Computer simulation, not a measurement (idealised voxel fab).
Proc. module: voxel wiring stack
The figure presents cross-section cut, which has a width of 235 nm and is divided into square cells with an edge length of 5 nm.
This document writes a cross-section as a grid whose cells are square, and gives it as bands, listed from the top down; one or more rows of cells form a band.
Heads up on the band format: heights come first, top then bottom, in nm. After that it's the materials left to right, each with its width in nm. A single material flagged "all across" fills the whole band edge to edge, and "blank" means there's empty space there.
All heights in this document are referenced to 0, defined as the level beneath which the wafer, as received, consists entirely of one material. The lowest band is not bounded below; it extends indefinitely downward and is written in the form "0 nm and below".
A width given as "30..40" starts at the first number in the band's top row and ends at the second number in its bottom row, shifting by an equal amount at every step from row to row.
Where a step carries "no modifications", the cross-section came out of it unchanged, cell for cell.
"Sealed internal voids" contains a list of empty spaces, each no smaller than 8 cells and without an open way to the top, written in the form width x height at distance with the distance from the left edge and all three in nm.
That trailing text on a step's line, after the settings, is the simulator's own remark on the step.
overlay nm, on a step with a mask: how far to the right of its planned place the mask lay; to the left if negative
-- Listed below are the process steps as planned
1: RECEIVE (material Si)
2: CONFORMAL_DEP (material SiO2; thk nm 15)
3: DIRECTIONAL_DEP (material TiN; thk nm 5)
4: DIRECTIONAL_DEP (material Ru; thk nm 25)
5: MASKED_ETCH (tone cover; mask id METAL_1; width nm 20; pitch nm 45; etch materials Ru; depth nm 25; overlay nm 0)
6: MASKED_ETCH (tone cover; mask id METAL_1; width nm 20; pitch nm 45; etch materials TiN; depth nm 5; overlay nm 0)
7: FILL_DEP (material SiO2; thk nm 10)
8: CMP (height nm 45)
9: CONFORMAL_DEP (material SiCN; thk nm 5)
10: DIRECTIONAL_DEP (material lowk; thk nm 10)
11: DIRECTIONAL_DEP (material aC; thk nm 15)
12: PATTERN (tone open; mask id PLUG_1; material resist; width nm 15; pitch nm 90; thk nm 35; overlay nm 0)
13: DIRECTIONAL_ETCH (etch materials aC; depth nm 15)
14: STRIP (etch materials resist)
15: DIRECTIONAL_ETCH (etch materials lowk; depth nm 10)
16: DIRECTIONAL_ETCH (etch materials SiCN; depth nm 5)
17: STRIP (etch materials aC)
18: CONFORMAL_DEP (material TiN; thk nm 5)
19: FILL_DEP (material Cu; thk nm 10)
20: CMP (height nm 60)
21: DIRECTIONAL_DEP (material TiN; thk nm 5)
22: DIRECTIONAL_DEP (material W; thk nm 15)
23: MASKED_ETCH (tone cover; mask id METAL_2; width nm 20; pitch nm 45; etch materials W; depth nm 15; overlay nm 0)
24: MASKED_ETCH (tone cover; mask id METAL_2; width nm 20; pitch nm 45; etch materials TiN; depth nm 5; overlay nm 0)
25: CONFORMAL_DEP (material SiCN; thk nm 5)
26: FILL_DEP (material lowk; thk nm 10)
27: CMP (height nm 80)
28: CONFORMAL_DEP (material SiN; thk nm 5)
-- Run as planned: first of two wafers
-- Step 1 complete: cross-section of the wafer as received
> 0 nm and below | Si all across
> Sealed internal voids: none
-- Wafer after step 2 (cross-section)
> 15 nm to 0 nm | SiO2 all across
> Below 0, the layers are the same as they were.
-- Wafer after step 3 (cross-section)
> 20 nm to 15 nm | TiN all across
> Below 15, the layers are the same as they were.
-- Wafer after step 4 (cross-section)
> 45 nm to 20 nm | Ru all across
> Below 20, the layers are the same as they were.
-- Wafer after step 5 (cross-section)
> 45 nm to 20 nm | blank: 40, Ru: 20, blank: 25, Ru: 20, blank: 25, Ru: 20, blank: 25, Ru: 20, blank: 40
> Below 20, the layers are the same as they were.
-- Wafer after step 6 (cross-section)
> 45 nm to 20 nm | blank: 40, Ru: 20, blank: 25, Ru: 20, blank: 25, Ru: 20, blank: 25, Ru: 20, blank: 40
> 20 nm to 15 nm | blank: 40, TiN: 20, blank: 25, TiN: 20, blank: 25, TiN: 20, blank: 25, TiN: 20, blank: 40
> Below 15, the layers are the same as they were.
-- Wafer after step 7 (cross-section)
> 55 nm to 45 nm | SiO2 all across
> 45 nm to 20 nm | SiO2: 40, Ru: 20, SiO2: 25, Ru: 20, SiO2: 25, Ru: 20, SiO2: 25, Ru: 20, SiO2: 40
> 20 nm to 15 nm | SiO2: 40, TiN: 20, SiO2: 25, TiN: 20, SiO2: 25, TiN: 20, SiO2: 25, TiN: 20, SiO2: 40
> Below 15, the layers are the same as they were.
-- Wafer after step 8 (cross-section)
> 45 nm to 20 nm | SiO2: 40, Ru: 20, SiO2: 25, Ru: 20, SiO2: 25, Ru: 20, SiO2: 25, Ru: 20, SiO2: 40
> Below 20, the layers are the same as they were.
-- Wafer after step 9 (cross-section)
> 50 nm to 45 nm | SiCN all across
> Below 45, the layers are the same as they were.
-- Wafer after step 10 (cross-section)
> 60 nm to 50 nm | lowk all across
> Below 50, the layers are the same as they were.
-- Wafer after step 11 (cross-section)
> 75 nm to 60 nm | aC all across
> Below 60, the layers are the same as they were.
-- Wafer after step 12 (cross-section)
> 110 nm to 75 nm | resist: 40, blank: 15, resist: 75, blank: 15, resist: 90
> Below 75, the layers are the same as they were.
-- Wafer after step 13 (cross-section)
> 95 nm to 75 nm | resist: 40, blank: 15, resist: 75, blank: 15, resist: 90
> 75 nm to 60 nm | aC: 40, blank: 15, aC: 75, blank: 15, aC: 90
> Below 60, the layers are the same as they were.
-- Wafer after step 14 (cross-section)
> 75 nm to 60 nm | aC: 40, blank: 15, aC: 75, blank: 15, aC: 90
> Below 60, the layers are the same as they were.
-- Wafer after step 15 (cross-section)
> 75 nm to 60 nm | aC: 40, blank: 15, aC: 75, blank: 15, aC: 90
> 60 nm to 50 nm | lowk: 40, blank: 15, lowk: 75, blank: 15, lowk: 90
> Below 50, the layers are the same as they were.
-- Wafer after step 16 (cross-section)
> 75 nm to 60 nm | aC: 40, blank: 15, aC: 75, blank: 15, aC: 90
> 60 nm to 50 nm | lowk: 40, blank: 15, lowk: 75, blank: 15, lowk: 90
> 50 nm to 45 nm | SiCN: 40, blank: 15, SiCN: 75, blank: 15, SiCN: 90
> Below 45, the layers are the same as they were.
-- Wafer after step 17 (cross-section)
> 60 nm to 50 nm | lowk: 40, blank: 15, lowk: 75, blank: 15, lowk: 90
> Below 50, the layers are the same as they were.
-- Wafer after step 18 (cross-section)
> 65 nm to 60 nm | TiN: 45, blank: 5, TiN: 85, blank: 5, TiN: 95
> 60 nm to 50 nm | lowk: 40, TiN: 5, blank: 5, TiN: 5, lowk: 75, TiN: 5, blank: 5, TiN: 5, lowk: 90
> 50 nm to 45 nm | SiCN: 40, TiN: 15, SiCN: 75, TiN: 15, SiCN: 90
> Below 45, the layers are the same as they were.
-- Wafer after step 19 (cross-section)
> 75 nm to 65 nm | Cu all across
> 65 nm to 60 nm | TiN: 45, Cu: 5, TiN: 85, Cu: 5, TiN: 95
> 60 nm to 50 nm | lowk: 40, TiN: 5, Cu: 5, TiN: 5, lowk: 75, TiN: 5, Cu: 5, TiN: 5, lowk: 90
> Below 50, the layers are the same as they were.
-- Wafer after step 20 (cross-section)
> 60 nm to 50 nm | lowk: 40, TiN: 5, Cu: 5, TiN: 5, lowk: 75, TiN: 5, Cu: 5, TiN: 5, lowk: 90
> Below 50, the layers are the same as they were.
-- Wafer after step 21 (cross-section)
> 65 nm to 60 nm | TiN all across
> Below 60, the layers are the same as they were.
-- Wafer after step 22 (cross-section)
> 80 nm to 65 nm | W all across
> Below 65, the layers are the same as they were.
-- Wafer after step 23 (cross-section)
> 80 nm to 65 nm | blank: 40, W: 20, blank: 25, W: 20, blank: 25, W: 20, blank: 25, W: 20, blank: 40
> Below 65, the layers are the same as they were.
-- Wafer after step 24 (cross-section)
> 80 nm to 65 nm | blank: 40, W: 20, blank: 25, W: 20, blank: 25, W: 20, blank: 25, W: 20, blank: 40
> 65 nm to 60 nm | blank: 40, TiN: 20, blank: 25, TiN: 20, blank: 25, TiN: 20, blank: 25, TiN: 20, blank: 40
> Below 60, the layers are the same as they were.
-- Wafer after step 25 (cross-section)
> 85 nm to 80 nm | blank: 35, SiCN: 30, blank: 15, SiCN: 30, blank: 15, SiCN: 30, blank: 15, SiCN: 30, blank: 35
> 80 nm to 65 nm | blank: 35, SiCN: 5, W: 20, SiCN: 5, blank: 15, SiCN: 5, W: 20, SiCN: 5, blank: 15, SiCN: 5, W: 20, SiCN: 5, blank: 15, SiCN: 5, W: 20, SiCN: 5, blank: 35
> 65 nm to 60 nm | SiCN: 40, TiN: 20, SiCN: 25, TiN: 20, SiCN: 25, TiN: 20, SiCN: 25, TiN: 20, SiCN: 40
> Below 60, the layers are the same as they were.
-- Wafer after step 26 (cross-section)
> 95 nm to 85 nm | lowk all across
> 85 nm to 80 nm | lowk: 35, SiCN: 30, lowk: 15, SiCN: 30, lowk: 15, SiCN: 30, lowk: 15, SiCN: 30, lowk: 35
> 80 nm to 65 nm | lowk: 35, SiCN: 5, W: 20, SiCN: 5, lowk: 15, SiCN: 5, W: 20, SiCN: 5, lowk: 15, SiCN: 5, W: 20, SiCN: 5, lowk: 15, SiCN: 5, W: 20, SiCN: 5, lowk: 35
> Below 65, the layers are the same as they were.
-- Wafer after step 27 (cross-section)
> 80 nm to 65 nm | lowk: 35, SiCN: 5, W: 20, SiCN: 5, lowk: 15, SiCN: 5, W: 20, SiCN: 5, lowk: 15, SiCN: 5, W: 20, SiCN: 5, lowk: 15, SiCN: 5, W: 20, SiCN: 5, lowk: 35
> Below 65, the layers are the same as they were.
-- Wafer after step 28 (cross-section)
> 85 nm to 80 nm | SiN all across
> Below 80, the layers are the same as they were.
-- Here the second wafer is described. Its start and its plan were those of the first wafer. Its run contained one mistake. Up to and including step 20, it did exactly what the first wafer did
-- Second wafer, section view, time point: scheduled end of step 21
> 75 nm to 60 nm | TiN all across
> Below 60, the layers are the same as they were.
-- Second wafer, section view, time point: scheduled end of step 22
> 90 nm to 75 nm | W all across
> Below 75, the layers are the same as they were.
-- Second wafer, section view, time point: scheduled end of step 23
> 90 nm to 75 nm | blank: 40, W: 20, blank: 25, W: 20, blank: 25, W: 20, blank: 25, W: 20, blank: 40
> Below 75, the layers are the same as they were.
-- Second wafer, section view, time point: scheduled end of step 24
> 90 nm to 75 nm | blank: 40, W: 20, blank: 25, W: 20, blank: 25, W: 20, blank: 25, W: 20, blank: 40
> 75 nm to 70 nm | blank: 40, TiN: 20, blank: 25, TiN: 20, blank: 25, TiN: 20, blank: 25, TiN: 20, blank: 40
> Below 70, the layers are the same as they were.
-- Second wafer, section view, time point: scheduled end of step 25
> 95 nm to 90 nm | blank: 35, SiCN: 30, blank: 15, SiCN: 30, blank: 15, SiCN: 30, blank: 15, SiCN: 30, blank: 35
> 90 nm to 75 nm | blank: 35, SiCN: 5, W: 20, SiCN: 5, blank: 15, SiCN: 5, W: 20, SiCN: 5, blank: 15, SiCN: 5, W: 20, SiCN: 5, blank: 15, SiCN: 5, W: 20, SiCN: 5, blank: 35
> 75 nm to 70 nm | SiCN: 40, TiN: 20, SiCN: 25, TiN: 20, SiCN: 25, TiN: 20, SiCN: 25, TiN: 20, SiCN: 40
> Below 70, the layers are the same as they were.
-- Second wafer, section view, time point: scheduled end of step 26
> 105 nm to 95 nm | lowk all across
> 95 nm to 90 nm | lowk: 35, SiCN: 30, lowk: 15, SiCN: 30, lowk: 15, SiCN: 30, lowk: 15, SiCN: 30, lowk: 35
> 90 nm to 75 nm | lowk: 35, SiCN: 5, W: 20, SiCN: 5, lowk: 15, SiCN: 5, W: 20, SiCN: 5, lowk: 15, SiCN: 5, W: 20, SiCN: 5, lowk: 15, SiCN: 5, W: 20, SiCN: 5, lowk: 35
> Below 75, the layers are the same as they were.
-- Second wafer, section view, time point: scheduled end of step 27
> 80 nm to 75 nm | lowk: 35, SiCN: 5, W: 20, SiCN: 5, lowk: 15, SiCN: 5, W: 20, SiCN: 5, lowk: 15, SiCN: 5, W: 20, SiCN: 5, lowk: 15, SiCN: 5, W: 20, SiCN: 5, lowk: 35
> Below 75, the layers are the same as they were.
-- Second wafer, section view, time point: scheduled end of step 28
> 85 nm to 80 nm | SiN all across
> Below 80, the layers are the same as they were.
What was done differently from what was planned? heads up, step 21 didn't go per plan, it actually ran as DIRECTIONAL_DEP (material TiN; thk nm 15)
Count the cells at the end and the second wafer has more or fewer of some materials than the first: SiCN: 16 fewer; TiN: 94 more; W: 32 fewer; lowk: 46 fewer
